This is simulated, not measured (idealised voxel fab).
The following process module bears the name voxel fin reveal.
180 nm wide, 5 nm square cells: that's cross-section cut.
Throughout this document, each cross-section is represented as a grid of square cells and is presented as a sequence of bands enumerated from the top downward, where a band comprises one or more rows of cells.
Within each band entry, the heights of the top and of the bottom of the band appear first, in that order and in nm; the materials of the band then follow from left to right, each with its corresponding width in nm. The designation "edge to edge" on a single material indicates that it fills the band from edge to edge; the designation "blank" indicates empty space.
Ref level 0: as-received wafer is one material below here. Bottom band extends down with no lower bound ("0 and below").
So if you see something like "30 to 40" for the width, read it as the top row of the band sitting at the first number and the bottom row at the second, with every row in between moving by the same amount as the last.
"no alterations made" means the step left every cell of the cross-section as it was.
"Trapped voids": empty spaces of 8 cells or more with no open way to the top, each given as width x height at distance, distance from the left edge, all in nm.
Text after the settings on a step's line: the simulator's own remark on that step.
overlay nm: how far to the right of its planned place the mask lay on this masked step (negative: to the left).
Intended process steps:
1: RECEIVE with material Si
2: CONFORMAL_DEP with material SiN, thk nm 10
3: MASKED_ETCH with tone cover, mask id FINS, width nm 15, pitch nm 40, etch materials SiN, depth nm 10, overlay nm -15
4: MASKED_ETCH with tone cover, mask id FINS, width nm 15, pitch nm 40, etch materials Si, depth nm 35, overlay nm 0
5: OXIDIZE with depth nm 5
6: FILL_DEP with material SiO2, thk nm 5
7: CMP with height nm 10
8: SELECTIVE_ETCH with etch materials SiO2, depth nm 25
9: STRIP with etch materials SiN
10: CONFORMAL_DEP with material HfO2, thk nm 5
The overlay nm used in step 3 is not the same on every wafer, whereas the starting condition is; the value printed in the plan is the first wafer's.
So this is the first of several wafers, cross-sectioned as it came to us, meaning it's at the end of step 1:
0 and below = Si edge to edge
Trapped voids: none
The figure below presents a cross-section of the first of several wafers at the conclusion of the module, following its last step, step 10:
5 down to 0 = 45 blank, 15 HfO2, 25 blank, 15 HfO2, 80 blank
0 down to -10 = 45 blank, 5 HfO2, 5 to 20 Si, 20 to 5 HfO2, 10 blank, 5 HfO2, 5 to 20 Si, 20 to 5 HfO2, 65 blank
-10 down to -15 = 50 HfO2, 20 Si, 20 HfO2, 20 Si, 70 HfO2
-15 down to -40 = 50 SiO2, 20 Si, 20 SiO2, 20 Si, 70 SiO2
-40 and below = Si edge to edge
Trapped voids: none
The final wafer, sectioned at module end:
5 down to 0 = 75 blank, 15 HfO2, 25 blank, 15 HfO2, 50 blank
0 down to -10 = 60 blank, 20 to 5 HfO2, 5 to 20 Si, 5 HfO2, 10 blank, 20 to 5 HfO2, 5 to 20 Si, 5 HfO2, 50 blank
-10 down to -15 = 65 HfO2, 20 Si, 20 HfO2, 20 Si, 55 HfO2
-15 down to -40 = 65 SiO2, 20 Si, 20 SiO2, 20 Si, 55 SiO2
-40 and below = Si edge to edge
Trapped voids: none
Gained (+) or lost (-) cells of each material since receipt, then closed voids: one row per wafer, at the end of the module:
overlay nm -15, +48 HfO2, -230 Si, +140 SiO2, Trapped voids: none
overlay nm -10, +48 HfO2, -244 Si, +150 SiO2, Trapped voids: none
overlay nm -5, +48 HfO2, -258 Si, +160 SiO2, Trapped voids: none
overlay nm 0, +48 HfO2, -272 Si, +170 SiO2, Trapped voids: none
overlay nm 5, +48 HfO2, -258 Si, +160 SiO2, Trapped voids: none
overlay nm 10, +48 HfO2, -244 Si, +150 SiO2, Trapped voids: none
overlay nm 15, +48 HfO2, -230 Si, +140 SiO2, Trapped voids: none
